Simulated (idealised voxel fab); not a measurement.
process module | voxel ribs on slabs
cross-section cut | 265 nm wide | cells 5 nm
Each cross-section below is a grid of square cells, stated as bands in top-down order, with one or more rows of cells making up each band. In this notation a band is specified by the heights of its top and bottom, in that order and in nm, after which its materials appear from left to right, each paired with its width in nm. The word "edge to edge" attached to a single material means that material fills the band from edge to edge; the word "empty" stands for empty space. Below 0: as-received wafer, all one material; heights counted from there. Lowest band: no bottom, goes on down, written "from 0 down". Graded width ("30->40"): value in top row of band = first number; value in bottom row = second number; row-to-row change constant. Given "no alterations made" for a step, no cell of the cross-section differs between before and after that step. Closed empty spaces (no open way to the top) of 8 cells or more are what "Closed void inventory" lists, each as width x height at distance from the left edge, nm for all three. Read whatever lies past the settings on a step's line as the simulator's own remark about the step. overlay nm, on a step with a mask: how far to the right of its planned place the mask lay; to the left if negative.
[Process steps - plan]
| 1 | RECEIVE: material Si |
| 2 | DIRECTIONAL_DEP: material SiO2, thk nm 20 |
| 3 | DIRECTIONAL_DEP: material SiN, thk nm 25 |
| 4 | PATTERN: tone cover, mask id RIB, material resist, width nm 15, thk nm 15, overlay nm 0 |
| 5 | DIRECTIONAL_ETCH: etch materials SiN, depth nm 15 |
| 6 | STRIP: etch materials resist |
| 7 | MASKED_ETCH: tone cover, mask id SLAB, width nm 65, etch materials SiN, depth nm 10, overlay nm 0 |
| 8 | FILL_DEP: material SiO2, thk nm 30 |
| 9 | CMP: height nm 65 |
| 10 | DIRECTIONAL_DEP: material W, thk nm 5 |
| 11 | DIRECTIONAL_DEP: material aC, thk nm 10 |
| 12 | PATTERN: tone cover, mask id HEATER, material resist, width nm 25, thk nm 25, overlay nm 0 |
| 13 | DIRECTIONAL_ETCH: etch materials aC, depth nm 10 |
| 14 | STRIP: etch materials resist |
| 15 | DIRECTIONAL_ETCH: etch materials W, depth nm 5 |
| 16 | STRIP: etch materials aC |
| 17 | CONFORMAL_DEP: material SiN, thk nm 10 |
[Incoming wafer in cross-section (state: after step 1)]
  from 0 down  Si edge to edge
  Closed void inventory: none
[Wafer at module end, in section. Began as above, planned as above, run with one mistake]
  from 80 to 75  empty (115), SiN (35), empty (115)
  from 75 to 70  SiN edge to edge
  from 70 to 65  SiN (125), W (15), SiN (125)
  from 65 to 45  SiO2 edge to edge
  from 45 to 30  SiO2 (125), SiN (15), SiO2 (125)
  from 30 to 20  SiO2 (100), SiN (65), SiO2 (100)
  from 20 to 0  SiO2 edge to edge
  from 0 down  Si edge to edge
  Closed void inventory: none
In executing the process, a mistake was made relative to the plan: step 12 was not run as planned; what actually ran was PATTERN: tone cover, mask id HEATER, material resist, width nm 15, thk nm 25, overlay nm 0
